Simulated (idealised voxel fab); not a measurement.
The document below concerns the process module designated voxel transistor to metal.
We display cut, a cross-section 210 nm in width whose square cells are each 5 nm.
Format of a cross-section: grid, square cells. Given as bands. Order: top down. Band: one or more rows of cells. A band entry consists of two parts. The first gives the height of the band's top and the height of its bottom, in nm. The rest lists the band's materials from left to right, each with its width in nm. A single material labelled with the word "full width" fills the band from edge to edge, and the word "empty" marks empty space. Where do heights start? At 0: under that level the wafer as delivered is made of one material only. And the lowest band has no floor; it just carries on downward, as in "0 down". You'd read "30 to 40" like this: the band's top row of cells is as wide as the first number, its bottom row is as wide as the second, and going down, every row changes width by the same amount as the row before did. "nothing changed" means the step left every cell of the cross-section as it was. In the "Sealed void list" entry, you get each enclosed empty space of 8 cells or more, one with no open way to the top, written width x height at distance, distance from the left edge, in nm. Past the settings on a step's line: simulator remark, on that step. overlay nm: on a step with a mask, how far right of its planned place the mask lay; negative means left.
**Steps in the process plan**
1. RECEIVE, material Si
2. OXIDIZE, depth nm 5
3. CONFORMAL_DEP, material SiN, thk nm 10
4. PATTERN, tone cover, mask id ACTIVE, material resist, width nm 110, thk nm 20, overlay nm 0
5. DIRECTIONAL_ETCH, etch materials SiN, depth nm 10
6. DIRECTIONAL_ETCH, etch materials SiO2, depth nm 5
7. DIRECTIONAL_ETCH, etch materials Si, depth nm 30
8. STRIP, etch materials resist
9. OXIDIZE, depth nm 5
10. FILL_DEP, material SiO2, thk nm 10
11. CMP, height nm 10
12. SELECTIVE_ETCH, etch materials SiO2, depth nm 5
13. STRIP, etch materials SiN
14. SELECTIVE_ETCH, etch materials SiO2, depth nm 5
15. OXIDIZE, depth nm 5
16. DIRECTIONAL_DEP, material polySi, thk nm 20
17. DIRECTIONAL_DEP, material SiCN, thk nm 10
18. MASKED_ETCH, tone cover, mask id GATE, width nm 30, etch materials SiCN, depth nm 20, overlay nm 0
19. MASKED_ETCH, tone cover, mask id GATE, width nm 30, etch materials polySi, depth nm 30, overlay nm 0
20. CONFORMAL_DEP, material SiN, thk nm 5
21. DIRECTIONAL_ETCH, etch materials SiN, depth nm 5
22. DIRECTIONAL_ETCH, etch materials SiO2, depth nm 5
23. DIRECTIONAL_ETCH, etch materials Si, depth nm 15
24. EPI, material pSi, thk nm 20
25. FILL_DEP, material SiO2, thk nm 10
26. CMP, height nm 15
27. STRIP, etch materials polySi
28. SELECTIVE_ETCH, etch materials SiO2, depth nm 5
29. CONFORMAL_DEP, material HfO2, thk nm 5
30. CONFORMAL_DEP, material TiN, thk nm 5
31. FILL_DEP, material W, thk nm 10
32. CMP, height nm 10
33. DIRECTIONAL_DEP, material SiO2, thk nm 15
34. MASKED_ETCH, tone open, mask id CONTACT, width nm 15, pitch nm 75, etch materials SiO2, depth nm 30, overlay nm 0
35. CONFORMAL_DEP, material TiN, thk nm 5
36. FILL_DEP, material Ru, thk nm 5
37. CMP, height nm 25
38. DIRECTIONAL_DEP, material TiN, thk nm 5
39. DIRECTIONAL_DEP, material Ru, thk nm 20
40. DIRECTIONAL_DEP, material aC, thk nm 15
41. PATTERN, tone cover, mask id METAL_1, material resist, width nm 15, pitch nm 75, thk nm 35, overlay nm 0
42. DIRECTIONAL_ETCH, etch materials aC, depth nm 15
43. STRIP, etch materials resist
44. DIRECTIONAL_ETCH, etch materials Ru, depth nm 20
45. DIRECTIONAL_ETCH, etch materials TiN, depth nm 5
46. STRIP, etch materials aC
47. FILL_DEP, material lowk, thk nm 5
48. CMP, height nm 50
49. CONFORMAL_DEP, material SiN, thk nm 5
**Wafer at receipt (post step 1), cross-section**
	0 down | Si full width
	Sealed void list: none
**Wafer cross-section at end of module: start and plan as shown above, one execution error**
	55 to 50 | SiN full width
	50 to 30 | lowk 60, then Ru 15, then lowk 60, then Ru 15, then lowk 60
	30 to 25 | lowk 60, then TiN 15, then lowk 60, then TiN 15, then lowk 60
	25 to 15 | SiO2 60, then TiN 5, then Ru 5, then TiN 5, then SiO2 60, then TiN 5, then Ru 5, then TiN 5, then SiO2 60
	15 to 10 | SiO2 60, then TiN 15, then SiO2 60, then TiN 15, then SiO2 60
	10 to 0 | SiO2 60, then TiN 5, then pSi 20, then SiN 5, then HfO2 5, then TiN 5, then W 10, then TiN 5, then HfO2 5, then SiN 5, then pSi 20, then TiN 5, then SiO2 60
	0 to -5 | SiO2 45, then SiN 5, then SiO2 10, then TiN 5, then pSi 20, then SiN 5, then HfO2 5, then TiN 20, then HfO2 5, then SiN 5, then pSi 20, then TiN 5, then SiO2 10, then SiN 5, then SiO2 45
	-5 to -10 | SiO2 50, then pSi 35, then HfO2 40, then pSi 35, then SiO2 50
	-10 to -25 | SiO2 55, then pSi 30, then Si 40, then pSi 30, then SiO2 55
	-25 to -70 | SiO2 55, then Si 100, then SiO2 55
	-70 down | Si full width
	Sealed void list: none
Diagnosis: plan step 7 ran twice
